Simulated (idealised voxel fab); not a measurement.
The process module that follows is named voxel transistor to metal.
In the cross-section labelled cut, the width is 270 nm and each square cell is 5 nm.
Each cross-section below is a grid of square cells, stated as bands in top-down order, with one or more rows of cells making up each band. What a band's entry tells you: where the top is and where the bottom is, as heights in nm, and after that what lies inside, material by material from left to right, each with its width in nm. Empty space is written as the word "empty", and a single material marked with the word "everywhere" occupies the band from edge to edge. Height datum 0, below which the as-received substrate wafer is one material. Lowest band open at the bottom, running downward: "0..down". The expression "30..40" gives the width at the extremes of the band, the first number at its top row of cells and the second at its bottom row, with the width changing by equal amounts from each row to the next in between. Given "nothing changed" for a step, no cell of the cross-section differs between before and after that step. "Voids, sealed" - sealed voids, min. 8 cells, no opening to top; format: width x height at distance (distance from left edge; nm throughout). If you see something after the settings on a step's line, that's the simulator's own remark about that step. Among the settings permitted on a step's line is "overlay nm"; applied to a step with a mask, it specifies the extent to which the mask lay to the right of its planned position, whereas a negative figure signifies a position to the left.
BELOW IS THE LIST OF PLANNED PROCESS STEPS
1. RECEIVE,material Si
2. OXIDIZE,depth nm 5
3. CONFORMAL_DEP,material SiN,thk nm 15
4. DIRECTIONAL_DEP,material aC,thk nm 10
5. PATTERN,tone cover,mask id ACTIVE,material resist,width nm 105,pitch nm 125,thk nm 30,overlay nm 0
6. DIRECTIONAL_ETCH,etch materials aC,depth nm 10
7. STRIP,etch materials resist
8. DIRECTIONAL_ETCH,etch materials SiN,depth nm 15
9. DIRECTIONAL_ETCH,etch materials SiO2,depth nm 5
10. DIRECTIONAL_ETCH,etch materials Si,depth nm 30
11. STRIP,etch materials aC
12. FILL_DEP,material SiO2,thk nm 10
13. CMP,height nm 15
14. SELECTIVE_ETCH,etch materials SiO2,depth nm 15
15. STRIP,etch materials SiN
16. SELECTIVE_ETCH,etch materials SiO2,depth nm 5
17. OXIDIZE,depth nm 5
18. DIRECTIONAL_DEP,material polySi,thk nm 20
19. DIRECTIONAL_DEP,material SiCN,thk nm 15
20. MASKED_ETCH,tone cover,mask id GATE,width nm 25,pitch nm 125,etch materials SiCN,depth nm 25,overlay nm 0
21. MASKED_ETCH,tone cover,mask id GATE,width nm 25,pitch nm 125,etch materials polySi,depth nm 30,overlay nm 0
22. CONFORMAL_DEP,material SiO2,thk nm 5
23. DIRECTIONAL_ETCH,etch materials SiO2,depth nm 5
24. CONFORMAL_DEP,material SiN,thk nm 5
25. DIRECTIONAL_ETCH,etch materials SiN,depth nm 5
26. DIRECTIONAL_ETCH,etch materials SiO2,depth nm 5
27. EPI,material nSi,thk nm 5
28. FILL_DEP,material SiO2,thk nm 10
29. CMP,height nm 30
30. DIRECTIONAL_DEP,material SiO2,thk nm 15
31. DIRECTIONAL_DEP,material aC,thk nm 15
32. PATTERN,tone open,mask id CONTACT,material resist,width nm 30,thk nm 35,overlay nm 0
33. DIRECTIONAL_ETCH,etch materials aC,depth nm 15
34. STRIP,etch materials resist
35. DIRECTIONAL_ETCH,etch materials SiO2,depth nm 50
36. STRIP,etch materials aC
37. CONFORMAL_DEP,material TiN,thk nm 5
38. FILL_DEP,material Ru,thk nm 10
39. CMP,height nm 45
40. DIRECTIONAL_DEP,material TiN,thk nm 5
41. DIRECTIONAL_DEP,material W,thk nm 25
42. MASKED_ETCH,tone cover,mask id METAL_1,width nm 20,etch materials W,depth nm 25,overlay nm 0
43. MASKED_ETCH,tone cover,mask id METAL_1,width nm 20,etch materials TiN,depth nm 5,overlay nm 0
44. FILL_DEP,material lowk,thk nm 5
45. CMP,height nm 75
46. CONFORMAL_DEP,material SiN,thk nm 5
AS RECEIVED (POST STEP 1): CROSS-SECTION
    0..down | Si everywhere
    Voids, sealed: none
RUN AS PLANNED - FIRST OF THE TWO WAFERS CROSS-SECTIONED AT THE END OF THE MODULE
    80..75 | SiN everywhere
    75..50 | 25 nm lowk  20 nm W  55 nm lowk  20 nm W  30 nm lowk  20 nm W  55 nm lowk  20 nm W  25 nm lowk
    50..45 | 25 nm lowk  20 nm TiN  55 nm lowk  20 nm TiN  30 nm lowk  20 nm TiN  55 nm lowk  20 nm TiN  25 nm lowk
    45..35 | 25 nm SiO2  5 nm TiN  20 nm Ru  5 nm TiN  35 nm SiO2  5 nm TiN  20 nm Ru  5 nm TiN  30 nm SiO2  5 nm TiN  20 nm Ru  5 nm TiN  35 nm SiO2  5 nm TiN  20 nm Ru  5 nm TiN  25 nm SiO2
    35..30 | 25 nm SiO2  5 nm TiN  15 nm Ru  10 nm TiN  35 nm SiO2  10 nm TiN  15 nm Ru  5 nm TiN  30 nm SiO2  5 nm TiN  15 nm Ru  10 nm TiN  35 nm SiO2  10 nm TiN  15 nm Ru  5 nm TiN  25 nm SiO2
    30..15 | 25 nm SiO2  5 nm TiN  15 nm Ru  5 nm TiN  5 nm SiN  5 nm SiO2  25 nm SiCN  5 nm SiO2  5 nm SiN  5 nm TiN  15 nm Ru  5 nm TiN  30 nm SiO2  5 nm TiN  15 nm Ru  5 nm TiN  5 nm SiN  5 nm SiO2  25 nm SiCN  5 nm SiO2  5 nm SiN  5 nm TiN  15 nm Ru  5 nm TiN  25 nm SiO2
    15..0 | 25 nm SiO2  5 nm TiN  15 nm Ru  5 nm TiN  5 nm SiN  5 nm SiO2  25 nm polySi  5 nm SiO2  5 nm SiN  5 nm TiN  15 nm Ru  5 nm TiN  30 nm SiO2  5 nm TiN  15 nm Ru  5 nm TiN  5 nm SiN  5 nm SiO2  25 nm polySi  5 nm SiO2  5 nm SiN  5 nm TiN  15 nm Ru  5 nm TiN  25 nm SiO2
    0..-5 | 25 nm SiO2  25 nm TiN  5 nm SiN  5 nm SiO2  25 nm polySi  5 nm SiO2  5 nm SiN  25 nm TiN  30 nm SiO2  25 nm TiN  5 nm SiN  5 nm SiO2  25 nm polySi  5 nm SiO2  5 nm SiN  25 nm TiN  25 nm SiO2
    -5..-10 | 15 nm SiO2  35 nm nSi  45 nm SiO2  35 nm nSi  10 nm SiO2  35 nm nSi  45 nm SiO2  35 nm nSi  15 nm SiO2
    -10..-35 | 20 nm SiO2  105 nm Si  20 nm SiO2  105 nm Si  20 nm SiO2
    -35..down | Si everywhere
    Voids, sealed: none
CROSS-SECTION, SECOND WAFER: SAME START AS THE FIRST, SAME PLAN AS THE FIRST, ONE MISTAKE IN RUNNING IT; TAKEN AT THE END OF THE MODULE
    80..75 | SiN everywhere
    75..50 | 25 nm lowk  20 nm W  55 nm lowk  20 nm W  30 nm lowk  20 nm W  55 nm lowk  20 nm W  25 nm lowk
    50..45 | 25 nm lowk  20 nm TiN  55 nm lowk  20 nm TiN  30 nm lowk  20 nm TiN  55 nm lowk  20 nm TiN  25 nm lowk
    45..35 | 20 nm Ru  5 nm TiN  30 nm SiO2  5 nm TiN  25 nm Ru  5 nm TiN  30 nm SiO2  5 nm TiN  20 nm Ru  5 nm TiN  30 nm SiO2  5 nm TiN  25 nm Ru  5 nm TiN  30 nm SiO2  5 nm TiN  20 nm Ru
    35..30 | 20 nm Ru  5 nm TiN  30 nm SiO2  35 nm TiN  30 nm SiO2  5 nm TiN  20 nm Ru  5 nm TiN  30 nm SiO2  35 nm TiN  30 nm SiO2  5 nm TiN  20 nm Ru
    30..15 | 20 nm Ru  5 nm TiN  25 nm SiO2  5 nm SiN  5 nm TiN  25 nm SiCN  5 nm TiN  5 nm SiN  25 nm SiO2  5 nm TiN  20 nm Ru  5 nm TiN  25 nm SiO2  5 nm SiN  5 nm TiN  25 nm SiCN  5 nm TiN  5 nm SiN  25 nm SiO2  5 nm TiN  20 nm Ru
    15..0 | 20 nm Ru  5 nm TiN  25 nm SiO2  5 nm SiN  5 nm TiN  25 nm polySi  5 nm TiN  5 nm SiN  25 nm SiO2  5 nm TiN  20 nm Ru  5 nm TiN  25 nm SiO2  5 nm SiN  5 nm TiN  25 nm polySi  5 nm TiN  5 nm SiN  25 nm SiO2  5 nm TiN  20 nm Ru
    0..-5 | 25 nm TiN  25 nm SiO2  5 nm SiN  5 nm TiN  25 nm polySi  5 nm TiN  5 nm SiN  25 nm SiO2  30 nm TiN  25 nm SiO2  5 nm SiN  5 nm TiN  25 nm polySi  5 nm TiN  5 nm SiN  25 nm SiO2  25 nm TiN
    -5..-10 | 15 nm SiO2  35 nm nSi  45 nm SiO2  35 nm nSi  10 nm SiO2  35 nm nSi  45 nm SiO2  35 nm nSi  15 nm SiO2
    -10..-35 | 20 nm SiO2  105 nm Si  20 nm SiO2  105 nm Si  20 nm SiO2
    -35..down | Si everywhere
    Voids, sealed: none
What went wrong in running the wafer? step 32 was not run as planned; what actually ran was PATTERN,tone cover,mask id CONTACT,material resist,width nm 30,thk nm 35,overlay nm 0
The second wafer ends with more or fewer cells of some materials than the first, per final count: Ru +12, SiO2 -18, TiN +6
